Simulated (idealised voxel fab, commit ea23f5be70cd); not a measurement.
Process module heading - voxel self aligned contacts
The width of the displayed cross-section, cut, is 250 nm; its cells are square, with a size of 5 nm.
For the purposes of this document, a cross-section shall be understood as a grid of square cells, specified as bands listed in top-to-bottom order, each band consisting of one or more rows of cells.
Per band: top height and bottom height in nm, followed by the left-to-right materials and their widths in nm; "edge to edge" marks a single material spanning edge to edge, "empty" marks empty space.
Measure heights from 0. That's the level where, below it, the as-received wafer is all one material. The lowest band is bottomless and extends downward; write it as in "top 0, no bottom".
The width entry "30->40" should be interpreted row by row: the top row of cells in the band takes the first number, the bottom row takes the second number, and the change between adjacent rows is uniform throughout.
"everything unchanged", as given for a step, is the statement that not any cell of the cross-section underwent a change during that step.
Under "Enclosed cavity list" you'll find the enclosed gaps, the ones with no way out to the top, that are 8 cells or bigger; each reads width x height at distance, with distance counted from the left edge, everything in nm.
Whatever follows a step's settings on its line is a remark the simulator itself makes about that step.
Each step line may optionally specify "overlay nm", which for a step with a mask gives the rightward distance between the mask's planned place and where it lay, a negative value indicating the leftward direction.
The steps planned for the process are as follows:
1 RECEIVE,material Si
2 OXIDIZE,depth nm 5
3 DIRECTIONAL_DEP,material polySi,thk nm 25
4 DIRECTIONAL_DEP,material SiN,thk nm 25
5 DIRECTIONAL_DEP,material aC,thk nm 15
6 PATTERN,tone cover,mask id GATE,material resist,width nm 35,pitch nm 75,thk nm 35,overlay nm 0
7 DIRECTIONAL_ETCH,etch materials aC,depth nm 15
8 STRIP,etch materials resist
9 DIRECTIONAL_ETCH,etch materials SiN,depth nm 25
10 DIRECTIONAL_ETCH,etch materials polySi,depth nm 25
11 STRIP,etch materials aC
12 CONFORMAL_DEP,material SiN,thk nm 10
13 DIRECTIONAL_ETCH,etch materials SiN,depth nm 10
14 FILL_DEP,material SiO2,thk nm 15
15 CMP,height nm 55
16 MASKED_ETCH,tone open,mask id CONTACT,width nm 50,etch materials SiO2,depth nm 60,overlay nm 0
17 CONFORMAL_DEP,material TiN,thk nm 5
18 FILL_DEP,material Ru,thk nm 5
19 CMP,height nm 55
20 CONFORMAL_DEP,material SiN,thk nm 5
Split variable: width nm, step 16. Plan value = first wafer. Wafers start alike.
The first of several wafers in cross-section, exactly as it reached us after step 1:
	top 0, no bottom: Si edge to edge
	Enclosed cavity list: none
Wafer rows; end of module; cells per material since receipt: (+) gained, (-) lost; then closed voids:
width nm 50; +22 Ru; -50 Si; +200 SiN; +326 SiO2; +32 TiN; +70 polySi; Enclosed cavity list: none
width nm 55; +22 Ru; -50 Si; +200 SiN; +325 SiO2; +33 TiN; +70 polySi; Enclosed cavity list: none
width nm 60; +22 Ru; -50 Si; +200 SiN; +324 SiO2; +34 TiN; +70 polySi; Enclosed cavity list: none
width nm 65; +22 Ru; -50 Si; +200 SiN; +323 SiO2; +35 TiN; +70 polySi; Enclosed cavity list: none
width nm 70; +22 Ru; -50 Si; +200 SiN; +322 SiO2; +36 TiN; +70 polySi; Enclosed cavity list: none
width nm 75; +22 Ru; -50 Si; +200 SiN; +321 SiO2; +37 TiN; +70 polySi; Enclosed cavity list: none
